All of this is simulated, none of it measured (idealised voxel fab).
Process module under the name voxel plated lines
FYI the section here is cut, 175 nm wide, cells are 5 nm squares.
Just so we're on the same page, the cross-sections are grids of square cells, and they're listed out in bands top to bottom, each band one or more rows deep. First you get the band's top height and its bottom height, in nm, and then the materials it's made of, left to right, with each width in nm. If you see a single material with "all across", that one covers the band edge to edge. "air" is empty space. A quick word on heights: they are counted from 0, and under that level the wafer as it came to us is one material throughout. The lowest band is different from the rest in having no bottom; it simply continues downward, written as in "0..down". Width spec "30 to 40" -> top row of cells at first value, bottom row at second value, equal per-row change in between. Step note "all unchanged" = no cross-section cell changed. Entry "Voids, fully enclosed". Content: empty spaces with no open connection to the top, size 8 cells or greater. Each: width x height at distance. Distance: from left edge. Unit: nm. Heads up: the bit after the settings on a step's line is the simulator's remark on that step. The "overlay nm" setting may appear on a step's line; for a step that uses a mask, it gives how far to the right of its planned position the mask lay, and a negative value indicates the left.

-- Intended process steps
1. RECEIVE, material Si
2. CONFORMAL_DEP, material SiO2, thk nm 5
3. DIRECTIONAL_DEP, material TiN, thk nm 5
4. PATTERN, tone open, mask id LINES, material resist, width nm 15, pitch nm 35, thk nm 20, overlay nm 0
5. EPI, material Ru, thk nm 10
6. STRIP, etch materials resist
7. DIRECTIONAL_ETCH, etch materials TiN, depth nm 5
8. CONFORMAL_DEP, material SiCN, thk nm 10

-- Below: the first of two wafers, run as planned

-- Cross-section of the incoming wafer, state after step 1
0..down | Si all across
Voids, fully enclosed: none

-- Step 2 complete: cross-section through the wafer
5..0 | SiO2 all across
Below a height of 0, the structure has not been altered.

-- Step 3 complete: cross-section through the wafer
10..5 | TiN all across
Below a height of 5, the structure has not been altered.

-- Step 4 complete: cross-section through the wafer
30..10 | resist 25 nm, air 15 nm, resist 20 nm, air 15 nm, resist 20 nm, air 15 nm, resist 20 nm, air 15 nm, resist 30 nm
Below a height of 10, the structure has not been altered.

-- Step 5 complete: cross-section through the wafer
30..20 | resist 25 nm, air 15 nm, resist 20 nm, air 15 nm, resist 20 nm, air 15 nm, resist 20 nm, air 15 nm, resist 30 nm
20..10 | resist 25 nm, Ru 15 nm, resist 20 nm, Ru 15 nm, resist 20 nm, Ru 15 nm, resist 20 nm, Ru 15 nm, resist 30 nm
Below a height of 10, the structure has not been altered.

-- Step 6 complete: cross-section through the wafer
20..10 | air 25 nm, Ru 15 nm, air 20 nm, Ru 15 nm, air 20 nm, Ru 15 nm, air 20 nm, Ru 15 nm, air 30 nm
Below a height of 10, the structure has not been altered.

-- Step 7 complete: cross-section through the wafer
20..10 | air 25 nm, Ru 15 nm, air 20 nm, Ru 15 nm, air 20 nm, Ru 15 nm, air 20 nm, Ru 15 nm, air 30 nm
10..5 | air 25 nm, TiN 15 nm, air 20 nm, TiN 15 nm, air 20 nm, TiN 15 nm, air 20 nm, TiN 15 nm, air 30 nm
Below a height of 5, the structure has not been altered.

-- Step 8 complete: cross-section through the wafer
30..20 | air 15 nm, SiCN 140 nm, air 20 nm
20..15 | air 15 nm, SiCN 10 nm, Ru 15 nm, SiCN 20 nm, Ru 15 nm, SiCN 20 nm, Ru 15 nm, SiCN 20 nm, Ru 15 nm, SiCN 10 nm, air 20 nm
15..10 | SiCN 25 nm, Ru 15 nm, SiCN 20 nm, Ru 15 nm, SiCN 20 nm, Ru 15 nm, SiCN 20 nm, Ru 15 nm, SiCN 30 nm
10..5 | SiCN 25 nm, TiN 15 nm, SiCN 20 nm, TiN 15 nm, SiCN 20 nm, TiN 15 nm, SiCN 20 nm, TiN 15 nm, SiCN 30 nm
Below a height of 5, the structure has not been altered.

-- Second of two: same start, same plan, one run error; steps up to and including 3 match the first

-- Second wafer: cross-section at the scheduled end of step 4
30..10 | air 25 nm, resist 15 nm, air 20 nm, resist 15 nm, air 20 nm, resist 15 nm, air 20 nm, resist 15 nm, air 30 nm
Below a height of 10, the structure has not been altered.

-- Second wafer: cross-section at the scheduled end of step 5
30..20 | air 25 nm, resist 15 nm, air 20 nm, resist 15 nm, air 20 nm, resist 15 nm, air 20 nm, resist 15 nm, air 30 nm
20..10 | Ru 25 nm, resist 15 nm, Ru 20 nm, resist 15 nm, Ru 20 nm, resist 15 nm, Ru 20 nm, resist 15 nm, Ru 30 nm
Below a height of 10, the structure has not been altered.

-- Second wafer: cross-section at the scheduled end of step 6
20..10 | Ru 25 nm, air 15 nm, Ru 20 nm, air 15 nm, Ru 20 nm, air 15 nm, Ru 20 nm, air 15 nm, Ru 30 nm
Below a height of 10, the structure has not been altered.

-- Second wafer: cross-section at the scheduled end of step 7
20..10 | Ru 25 nm, air 15 nm, Ru 20 nm, air 15 nm, Ru 20 nm, air 15 nm, Ru 20 nm, air 15 nm, Ru 30 nm
10..5 | TiN 25 nm, air 15 nm, TiN 20 nm, air 15 nm, TiN 20 nm, air 15 nm, TiN 20 nm, air 15 nm, TiN 30 nm
Below a height of 5, the structure has not been altered.

-- Second wafer: cross-section at the scheduled end of step 8
30..20 | SiCN all across
20..10 | Ru 25 nm, SiCN 15 nm, Ru 20 nm, SiCN 15 nm, Ru 20 nm, SiCN 15 nm, Ru 20 nm, SiCN 15 nm, Ru 30 nm
10..5 | TiN 25 nm, SiCN 15 nm, TiN 20 nm, SiCN 15 nm, TiN 20 nm, SiCN 15 nm, TiN 20 nm, SiCN 15 nm, TiN 30 nm
Below a height of 5, the structure has not been altered.
Misprocessing identified: step 4 did not use the planned setting and instead ran as PATTERN, tone cover, mask id LINES, material resist, width nm 15, pitch nm 35, thk nm 20, overlay nm 0
It is noted that, at the conclusion of processing, the second wafer exhibits a higher or lower cell count for certain materials relative to the first: Ru: 22 more | SiCN: 12 fewer | TiN: 11 more
